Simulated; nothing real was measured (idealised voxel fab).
The name of this process module is voxel gate over fins.
In the cross-section labelled cut, the width is 240 nm and each square cell is 5 nm.
Reading order for cross-sections: top band down to bottom band. Underlying form: a grid of square cells. Band size: one or more rows of cells. Heights first: top, then bottom, in nm. Then materials, left to right, each with a width in nm. "everywhere" on a single material: fills the band edge to edge. "blank": empty space. Note: height 0 marks the level under which the wafer is uniformly one material as received. Lowest band unbounded below, written "z 0 and below". With a width like "30 to 40", each row of cells in the band differs from the next by the same amount, the top row carrying the first number and the bottom row the second. No cell of the cross-section changed in a step that is given as "remains unaltered". In the "Completely enclosed voids" entry, you get each enclosed empty space of 8 cells or more, one with no open way to the top, written width x height at distance, distance from the left edge, in nm. The remark found on a step's line after its settings is issued by the simulator itself and pertains to that step. Steps that use a mask can have "overlay nm" on their line. It says how far the mask sat to the right of where it was meant to be. Negative means to the left.
Steps in the process plan:
1) RECEIVE, material Si
2) CONFORMAL_DEP, material SiN, thk nm 5
3) PATTERN, tone cover, mask id FINS, material resist, width nm 15, pitch nm 55, thk nm 20, overlay nm 0
4) DIRECTIONAL_ETCH, etch materials SiN, depth nm 5
5) DIRECTIONAL_ETCH, etch materials Si, depth nm 35
6) STRIP, etch materials resist
7) OXIDIZE, depth nm 5
8) FILL_DEP, material SiO2, thk nm 15
9) CMP, height nm 5
10) MASKED_ETCH, tone open, mask id RAIL, width nm 15, etch materials SiO2, depth nm 35, overlay nm 0
11) CONFORMAL_DEP, material TiN, thk nm 5
12) FILL_DEP, material Ru, thk nm 10
13) CMP, height nm 5
14) SELECTIVE_ETCH, etch materials W Ru TiN, depth nm 25
15) FILL_DEP, material SiO2, thk nm 5
16) CMP, height nm 5
17) SELECTIVE_ETCH, etch materials SiO2, depth nm 15
18) STRIP, etch materials SiN
19) CONFORMAL_DEP, material HfO2, thk nm 5
20) CONFORMAL_DEP, material TiN, thk nm 5
21) CONFORMAL_DEP, material TiAl, thk nm 5
22) CONFORMAL_DEP, material TiN, thk nm 5
23) FILL_DEP, material W, thk nm 10
24) CMP, height nm 25
25) CONFORMAL_DEP, material SiCN, thk nm 10
Wafer, first of two, run as planned:
Received-state cross-section, reflecting completion of step 1:
* z 0 and below = Si everywhere
* Completely enclosed voids: none
The wafer, seen in cross-section, after step 2:
* z 5 to 0 = SiN everywhere
* Below 0, no change.
The wafer, seen in cross-section, after step 3:
* z 25 to 5 = blank=85, then resist=15, then blank=40, then resist=15, then blank=85
* Below 5, no change.
The wafer, seen in cross-section, after step 4:
* z 25 to 5 = blank=85, then resist=15, then blank=40, then resist=15, then blank=85
* z 5 to 0 = blank=85, then SiN=15, then blank=40, then SiN=15, then blank=85
* Below 0, no change.
The wafer, seen in cross-section, after step 5:
* z 25 to 5 = blank=85, then resist=15, then blank=40, then resist=15, then blank=85
* z 5 to 0 = blank=85, then SiN=15, then blank=40, then SiN=15, then blank=85
* z 0 to -35 = blank=85, then Si=15, then blank=40, then Si=15, then blank=85
* Below -35, no change.
The wafer, seen in cross-section, after step 6:
* z 5 to 0 = blank=85, then SiN=15, then blank=40, then SiN=15, then blank=85
* Below 0, no change.
The wafer, seen in cross-section, after step 7:
* z 5 to 0 = blank=85, then SiN=15, then blank=40, then SiN=15, then blank=85
* z 0 to -35 = blank=85, then SiO2=5, then Si=5, then SiO2=5, then blank=40, then SiO2=5, then Si=5, then SiO2=5, then blank=85
* z -35 to -40 = SiO2=90, then Si=5, then SiO2=50, then Si=5, then SiO2=90
* Below -40, no change.
The wafer, seen in cross-section, after step 8:
* z 20 to 5 = SiO2 everywhere
* z 5 to 0 = SiO2=85, then SiN=15, then SiO2=40, then SiN=15, then SiO2=85
* z 0 to -40 = SiO2=90, then Si=5, then SiO2=50, then Si=5, then SiO2=90
* Below -40, no change.
The wafer, seen in cross-section, after step 9:
* z 5 to 0 = SiO2=85, then SiN=15, then SiO2=40, then SiN=15, then SiO2=85
* Below 0, no change.
The wafer, seen in cross-section, after step 10:
* z 5 to 0 = SiO2=85, then SiN=15, then SiO2=10, then blank=15, then SiO2=15, then SiN=15, then SiO2=85
* z 0 to -30 = SiO2=90, then Si=5, then SiO2=15, then blank=15, then SiO2=20, then Si=5, then SiO2=90
* Below -30, no change.
The wafer, seen in cross-section, after step 11:
* z 10 to 5 = TiN=115, then blank=5, then TiN=120
* z 5 to 0 = SiO2=85, then SiN=15, then SiO2=10, then TiN=5, then blank=5, then TiN=5, then SiO2=15, then SiN=15, then SiO2=85
* z 0 to -25 = SiO2=90, then Si=5, then SiO2=15, then TiN=5, then blank=5, then TiN=5, then SiO2=20, then Si=5, then SiO2=90
* z -25 to -30 = SiO2=90, then Si=5, then SiO2=15, then TiN=15, then SiO2=20, then Si=5, then SiO2=90
* Below -30, no change.
The wafer, seen in cross-section, after step 12:
* z 20 to 10 = Ru everywhere
* z 10 to 5 = TiN=115, then Ru=5, then TiN=120
* z 5 to 0 = SiO2=85, then SiN=15, then SiO2=10, then TiN=5, then Ru=5, then TiN=5, then SiO2=15, then SiN=15, then SiO2=85
* z 0 to -25 = SiO2=90, then Si=5, then SiO2=15, then TiN=5, then Ru=5, then TiN=5, then SiO2=20, then Si=5, then SiO2=90
* Below -25, no change.
The wafer, seen in cross-section, after step 13:
* z 5 to 0 = SiO2=85, then SiN=15, then SiO2=10, then TiN=5, then Ru=5, then TiN=5, then SiO2=15, then SiN=15, then SiO2=85
* Below 0, no change.
The wafer, seen in cross-section, after step 14:
* z 5 to 0 = SiO2=85, then SiN=15, then SiO2=10, then blank=15, then SiO2=15, then SiN=15, then SiO2=85
* z 0 to -20 = SiO2=90, then Si=5, then SiO2=15, then blank=15, then SiO2=20, then Si=5, then SiO2=90
* Below -20, no change.
The wafer, seen in cross-section, after step 15:
* z 10 to 5 = SiO2 everywhere
* z 5 to 0 = SiO2=85, then SiN=15, then SiO2=40, then SiN=15, then SiO2=85
* z 0 to -20 = SiO2=90, then Si=5, then SiO2=50, then Si=5, then SiO2=90
* Below -20, no change.
The wafer, seen in cross-section, after step 16:
* z 5 to 0 = SiO2=85, then SiN=15, then SiO2=40, then SiN=15, then SiO2=85
* Below 0, no change.
The wafer, seen in cross-section, after step 17:
* z 5 to 0 = blank=85, then SiN=15, then blank=40, then SiN=15, then blank=85
* z 0 to -10 = blank=90, then Si=5, then blank=50, then Si=5, then blank=90
* Below -10, no change.
The wafer, seen in cross-section, after step 18:
* z 0 to -10 = blank=90, then Si=5, then blank=50, then Si=5, then blank=90
* Below -10, no change.
The wafer, seen in cross-section, after step 19:
* z 5 to 0 = blank=85, then HfO2=15, then blank=40, then HfO2=15, then blank=85
* z 0 to -5 = blank=85, then HfO2=5, then Si=5, then HfO2=5, then blank=40, then HfO2=5, then Si=5, then HfO2=5, then blank=85
* z -5 to -10 = HfO2=90, then Si=5, then HfO2=50, then Si=5, then HfO2=90
* Below -10, no change.
The wafer, seen in cross-section, after step 20:
* z 10 to 5 = blank=80, then TiN=25, then blank=30, then TiN=25, then blank=80
* z 5 to 0 = blank=80, then TiN=5, then HfO2=15, then TiN=5, then blank=30, then TiN=5, then HfO2=15, then TiN=5, then blank=80
* z 0 to -5 = TiN=85, then HfO2=5, then Si=5, then HfO2=5, then TiN=40, then HfO2=5, then Si=5, then HfO2=5, then TiN=85
* Below -5, no change.
The wafer, seen in cross-section, after step 21:
* z 15 to 10 = blank=75, then TiAl=35, then blank=20, then TiAl=35, then blank=75
* z 10 to 5 = blank=75, then TiAl=5, then TiN=25, then TiAl=5, then blank=20, then TiAl=5, then TiN=25, then TiAl=5, then blank=75
* z 5 to 0 = TiAl=80, then TiN=5, then HfO2=15, then TiN=5, then TiAl=30, then TiN=5, then HfO2=15, then TiN=5, then TiAl=80
* Below 0, no change.
The wafer, seen in cross-section, after step 22:
* z 20 to 15 = blank=70, then TiN=45, then blank=10, then TiN=45, then blank=70
* z 15 to 10 = blank=70, then TiN=5, then TiAl=35, then TiN=5, then blank=10, then TiN=5, then TiAl=35, then TiN=5, then blank=70
* z 10 to 5 = TiN=75, then TiAl=5, then TiN=25, then TiAl=5, then TiN=20, then TiAl=5, then TiN=25, then TiAl=5, then TiN=75
* Below 5, no change.
The wafer, seen in cross-section, after step 23:
* z 30 to 20 = W everywhere
* z 20 to 15 = W=70, then TiN=45, then W=10, then TiN=45, then W=70
* z 15 to 10 = W=70, then TiN=5, then TiAl=35, then TiN=5, then W=10, then TiN=5, then TiAl=35, then TiN=5, then W=70
* Below 10, no change.
The wafer, seen in cross-section, after step 24:
* z 25 to 20 = W everywhere
* Below 20, no change.
The wafer, seen in cross-section, after step 25:
* z 35 to 25 = SiCN everywhere
* Below 25, no change.
Wafer two of two - same starting point, same process plan, one mistake in execution; matches wafer one up to and including step 2:
Cross-section of the second wafer at the time by which step 3 should have been completed according to the plan:
* z 25 to 5 = resist=85, then blank=15, then resist=40, then blank=15, then resist=85
* Below 5, no change.
Cross-section of the second wafer at the time by which step 4 should have been completed according to the plan:
* z 25 to 5 = resist=85, then blank=15, then resist=40, then blank=15, then resist=85
* z 5 to 0 = SiN=85, then blank=15, then SiN=40, then blank=15, then SiN=85
* Below 0, no change.
Cross-section of the second wafer at the time by which step 5 should have been completed according to the plan:
* z 25 to 5 = resist=85, then blank=15, then resist=40, then blank=15, then resist=85
* z 5 to 0 = SiN=85, then blank=15, then SiN=40, then blank=15, then SiN=85
* z 0 to -35 = Si=85, then blank=15, then Si=40, then blank=15, then Si=85
* Below -35, no change.
Cross-section of the second wafer at the time by which step 6 should have been completed according to the plan:
* z 5 to 0 = SiN=85, then blank=15, then SiN=40, then blank=15, then SiN=85
* Below 0, no change.
Cross-section of the second wafer at the time by which step 7 should have been completed according to the plan:
* z 5 to 0 = SiN=85, then blank=15, then SiN=40, then blank=15, then SiN=85
* z 0 to -35 = Si=80, then SiO2=5, then blank=15, then SiO2=5, then Si=30, then SiO2=5, then blank=15, then SiO2=5, then Si=80
* z -35 to -40 = Si=80, then SiO2=25, then Si=30, then SiO2=25, then Si=80
* Below -40, no change.
Cross-section of the second wafer at the time by which step 8 should have been completed according to the plan:
* z 20 to 5 = SiO2 everywhere
* z 5 to 0 = SiN=85, then SiO2=15, then SiN=40, then SiO2=15, then SiN=85
* z 0 to -40 = Si=80, then SiO2=25, then Si=30, then SiO2=25, then Si=80
* Below -40, no change.
Cross-section of the second wafer at the time by which step 9 should have been completed according to the plan:
* z 5 to 0 = SiN=85, then SiO2=15, then SiN=40, then SiO2=15, then SiN=85
* Below 0, no change.
Cross-section of the second wafer at the time by which step 10 should have been completed according to the plan: remains unaltered
Cross-section of the second wafer at the time by which step 11 should have been completed according to the plan:
* z 10 to 5 = TiN everywhere
* Below 5, no change.
Cross-section of the second wafer at the time by which step 12 should have been completed according to the plan:
* z 20 to 10 = Ru everywhere
* Below 10, no change.
Cross-section of the second wafer at the time by which step 13 should have been completed according to the plan:
* z 5 to 0 = SiN=85, then SiO2=15, then SiN=40, then SiO2=15, then SiN=85
* Below 0, no change.
Cross-section of the second wafer at the time by which step 14 should have been completed according to the plan: remains unaltered
Cross-section of the second wafer at the time by which step 15 should have been completed according to the plan:
* z 10 to 5 = SiO2 everywhere
* Below 5, no change.
Cross-section of the second wafer at the time by which step 16 should have been completed according to the plan:
* z 5 to 0 = SiN=85, then SiO2=15, then SiN=40, then SiO2=15, then SiN=85
* Below 0, no change.
Cross-section of the second wafer at the time by which step 17 should have been completed according to the plan:
* z 5 to 0 = SiN=85, then blank=15, then SiN=40, then blank=15, then SiN=85
* z 0 to -10 = Si=80, then blank=25, then Si=30, then blank=25, then Si=80
* Below -10, no change.
Cross-section of the second wafer at the time by which step 18 should have been completed according to the plan:
* z 0 to -10 = Si=80, then blank=25, then Si=30, then blank=25, then Si=80
* Below -10, no change.
Cross-section of the second wafer at the time by which step 19 should have been completed according to the plan:
* z 5 to 0 = HfO2=85, then blank=15, then HfO2=40, then blank=15, then HfO2=85
* z 0 to -5 = Si=80, then HfO2=5, then blank=15, then HfO2=5, then Si=30, then HfO2=5, then blank=15, then HfO2=5, then Si=80
* z -5 to -10 = Si=80, then HfO2=25, then Si=30, then HfO2=25, then Si=80
* Below -10, no change.
Cross-section of the second wafer at the time by which step 20 should have been completed according to the plan:
* z 10 to 5 = TiN=90, then blank=5, then TiN=50, then blank=5, then TiN=90
* z 5 to 0 = HfO2=85, then TiN=5, then blank=5, then TiN=5, then HfO2=40, then TiN=5, then blank=5, then TiN=5, then HfO2=85
* z 0 to -5 = Si=80, then HfO2=5, then TiN=15, then HfO2=5, then Si=30, then HfO2=5, then TiN=15, then HfO2=5, then Si=80
* Below -5, no change.
Cross-section of the second wafer at the time by which step 21 should have been completed according to the plan:
* z 15 to 10 = TiAl everywhere
* z 10 to 5 = TiN=90, then TiAl=5, then TiN=50, then TiAl=5, then TiN=90
* z 5 to 0 = HfO2=85, then TiN=5, then TiAl=5, then TiN=5, then HfO2=40, then TiN=5, then TiAl=5, then TiN=5, then HfO2=85
* Below 0, no change.
Cross-section of the second wafer at the time by which step 22 should have been completed according to the plan:
* z 20 to 15 = TiN everywhere
* Below 15, no change.
Cross-section of the second wafer at the time by which step 23 should have been completed according to the plan:
* z 30 to 20 = W everywhere
* Below 20, no change.
Cross-section of the second wafer at the time by which step 24 should have been completed according to the plan:
* z 25 to 20 = W everywhere
* Below 20, no change.
Cross-section of the second wafer at the time by which step 25 should have been completed according to the plan:
* z 35 to 25 = SiCN everywhere
* Below 25, no change.
The mistake made against the process plan was this: it should be noted that step 3 was executed with settings other than those planned, the operation and settings actually applied being PATTERN, tone open, mask id FINS, material resist, width nm 15, pitch nm 55, thk nm 20, overlay nm 0
The second wafer ends with more or fewer cells of some materials than the first, per final count: Ru -1, Si +288, SiO2 -210, TiAl -4, TiN -13, W -60
